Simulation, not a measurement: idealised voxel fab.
Process module heading - voxel tone inversion
cross-section cut | 300 nm wide | cells 5 nm
Heads up, the way a cross-section reads in here is a grid of square cells, handed over as bands from the top down, with every band being one or more rows of cells.
Top height, bottom height, nm. Materials left to right, width each, nm. Single material + "edge to edge" = fills band edge to edge. "blank" = empty.
Heads up on the height convention: 0 is the point under which the incoming wafer is all one material, and the lowest band has no bottom, it just keeps going down, like "0 and below".
Graded width ("30..40"): value in top row of band = first number; value in bottom row = second number; row-to-row change constant.
What does "no change occurred" mean for a step? It means no cell of the cross-section changed in that step.
The list in "Closed-off voids" covers empty spaces of 8 cells or more that cannot reach the top through any open way, and it gives each as width x height at distance; the distance is from the left edge, and width, height and distance are in nm.
after a step's settings: what the simulator itself notes on the step
overlay nm: on a step with a mask, how far right of its planned place the mask lay; negative means left.
## Process steps foreseen in the plan
1) RECEIVE, material Si
2) CONFORMAL_DEP, material SiCN, thk nm 10
3) DIRECTIONAL_DEP, material polySi, thk nm 15
4) PATTERN, tone cover, mask id POSTS, material resist, width nm 20, pitch nm 35, thk nm 20, overlay nm 0
5) DIRECTIONAL_ETCH, etch materials polySi, depth nm 15
6) STRIP, etch materials resist
7) FILL_DEP, material lowk, thk nm 5
8) CMP, height nm 25
9) STRIP, etch materials polySi
## Delivered wafer in cross-section: state after step 1
    0 and below  Si edge to edge
    Closed-off voids: none
## Same starting wafer, same plan as above, one mistake in the execution; this is the cross-section at the end of the module
    25 down to 10  lowk 80, then blank 20, then lowk 15, then blank 20, then lowk 15, then blank 20, then lowk 15, then blank 20, then lowk 95
    10 down to 0  SiCN edge to edge
    0 and below  Si edge to edge
    Closed-off voids: none
Against the plan, the run slipped here: for step 4, the planned setting was not used; the step was instead run as PATTERN, tone cover, mask id POSTS, material resist, width nm 20, pitch nm 35, thk nm 20, overlay nm -5
